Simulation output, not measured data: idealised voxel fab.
This section sets out a process module, namely voxel released beams.
250 nm wide, 5 nm square cells: that's cross-section cut.
A cross-section is written here as square cells arranged in a grid, and it is given in bands from the top down, each band taking up one or more rows of cells. Heights first: top, then bottom, in nm. Then materials, left to right, each with a width in nm. "everywhere" on a single material: fills the band edge to edge. "air": empty space. Heights are reckoned from 0. Under this level, the received wafer is all of one material. The bottommost band is open-ended downward, for example "0 down". The two numbers in a width such as "30->40" mark its ends across the band: the first belongs to the top row of cells, the second to the bottom row, and from each row to the next the width moves by the same amount. When a step is marked "no change occurred", none of the cells in the cross-section changed during that step. Entry "Sealed cavities" = empty spaces >= 8 cells with no open way to the top; each as width x height at distance, distance from left edge, all nm. Whatever follows a step's settings on its line is a remark the simulator itself makes about that step. The "overlay nm" setting may appear on a step's line; for a step that uses a mask, it gives how far to the right of its planned position the mask lay, and a negative value indicates the left.

These are the steps we planned for the process:
1: RECEIVE | material Si
2: CONFORMAL_DEP | material SiN | thk nm 10
3: DIRECTIONAL_DEP | material SiO2 | thk nm 10
4: PATTERN | tone open | mask id ANCHOR | material resist | width nm 15 | thk nm 15 | overlay nm 0
5: DIRECTIONAL_ETCH | etch materials SiO2 | depth nm 10
6: STRIP | etch materials resist
7: CONFORMAL_DEP | material polySi | thk nm 10
8: PATTERN | tone cover | mask id BEAM | material resist | width nm 100 | thk nm 20 | overlay nm 0
9: DIRECTIONAL_ETCH | etch materials polySi | depth nm 10
10: STRIP | etch materials resist
11: STRIP | etch materials SiO2
Quick note for whoever runs this: the wafers start identical, but the width nm at step 4 isn't the same across them. The plan just shows what the first wafer had.

Here's the first of the wafers in cross-section, just as we got it, i.e. after step 1:
* 0 down: Si everywhere
* Sealed cavities: none

End of module: cross-section of the first of several wafers after step 11, the last step:
* 30 to 20: 70 of air / 100 of polySi / 80 of air
* 20 to 10: 80 of air / 15 of polySi / 155 of air
* 10 to 0: SiN everywhere
* 0 down: Si everywhere
* Sealed cavities: none

The module's end: a cross-section of the last wafer:
* 30 to 20: 70 of air / 10 of polySi / 20 of air / 70 of polySi / 80 of air
* 20 to 10: 70 of air / 40 of polySi / 140 of air
* 10 to 0: SiN everywhere
* 0 down: Si everywhere
* Sealed cavities: none

Tabulated below, wafer by wafer, are the end-of-module results: for each material, the number of cells gained (+) or lost (-) relative to the as-received state, followed by the closed voids:
width nm 15; +100 SiN; +46 polySi; Sealed cavities: none
width nm 20; +100 SiN; +48 polySi; Sealed cavities: none
width nm 25; +100 SiN; +48 polySi; Sealed cavities: none
width nm 30; +100 SiN; +48 polySi; Sealed cavities: none
width nm 35; +100 SiN; +48 polySi; Sealed cavities: none
width nm 40; +100 SiN; +48 polySi; Sealed cavities: none
